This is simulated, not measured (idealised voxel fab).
A process module follows: voxel quadruple lines.
cross-section cut | 280 nm wide | cells 5 nm
When this document writes out a cross-section, it uses a grid of square cells and lists it as bands, beginning at the top and moving down, with a band standing for one or more rows of cells.
Per band: top height and bottom height in nm, followed by the left-to-right materials and their widths in nm; "everywhere" marks a single material spanning edge to edge, "blank" marks empty space.
Heights are reckoned from 0. Under this level, the received wafer is all of one material. The bottommost band is open-ended downward, for example "0 down".
When a width is written as two numbers, as in "30 to 40", the first number is the width in the top row of cells of the band and the second is the width in its bottom row, and the width changes by the same amount from each row to the next.
You'll sometimes find "nothing got changed" written for a step, and that's the way of saying that nowhere in the cross-section did a cell change during that step.
"Fully closed voids": sealed empty spaces, 8 cells or more, no open way to top, listed width x height at distance, with distance from the left edge and width, height and distance in nm.
Anything after a step's settings on that line? It's the simulator's own note about the step.
The line of a step may include "overlay nm". On a step with a mask, this value is how far to the right of its planned place the mask lay. A negative value means the mask lay to the left.
**Steps planned for the process**
- 1: RECEIVE with material Si
- 2: CONFORMAL_DEP with material SiO2, thk nm 10
- 3: DIRECTIONAL_DEP with material W, thk nm 10
- 4: DIRECTIONAL_DEP with material polySi, thk nm 20
- 5: DIRECTIONAL_DEP with material aC, thk nm 20
- 6: PATTERN with tone cover, mask id MANDREL, material resist, width nm 20, pitch nm 60, thk nm 25, overlay nm 0
- 7: DIRECTIONAL_ETCH with etch materials aC, depth nm 20
- 8: STRIP with etch materials resist
- 9: CONFORMAL_DEP with material SiO2, thk nm 10
- 10: DIRECTIONAL_ETCH with etch materials SiO2, depth nm 10
- 11: STRIP with etch materials aC
- 12: DIRECTIONAL_ETCH with etch materials polySi, depth nm 20
- 13: STRIP with etch materials SiO2
- 14: CONFORMAL_DEP with material SiCN, thk nm 5
- 15: DIRECTIONAL_ETCH with etch materials SiCN, depth nm 5
- 16: STRIP with etch materials polySi
- 17: DIRECTIONAL_ETCH with etch materials W, depth nm 10
- 18: STRIP with etch materials SiCN
**Delivered wafer in cross-section: state after step 1**
    0 down: Si everywhere
    Fully closed voids: none
**The first of two wafers, cross-sectioned at the end of the module, with the run proceeding as planned**
    20 to 10: blank 85, W 5, blank 10, W 5, blank 10, W 5, blank 10, W 5, blank 10, W 5, blank 10, W 5, blank 10, W 5, blank 10, W 5, blank 85
    10 to 0: SiO2 everywhere
    0 down: Si everywhere
    Fully closed voids: none
**Here is the second of the two wafers cut open at the end of the module - same start, same plan as the first one, but we made one mistake running it**
    40 to 20: aC everywhere
    20 to 10: W everywhere
    10 to 0: SiO2 everywhere
    0 down: Si everywhere
    Fully closed voids: none
In executing the process, a mistake was made relative to the plan: steps 4 and 5 got flipped, so each one ran where the other should have
Bottom line after processing is that, in cells, the second wafer is up or down on some materials versus the first: 96 more of W | 224 more of aC
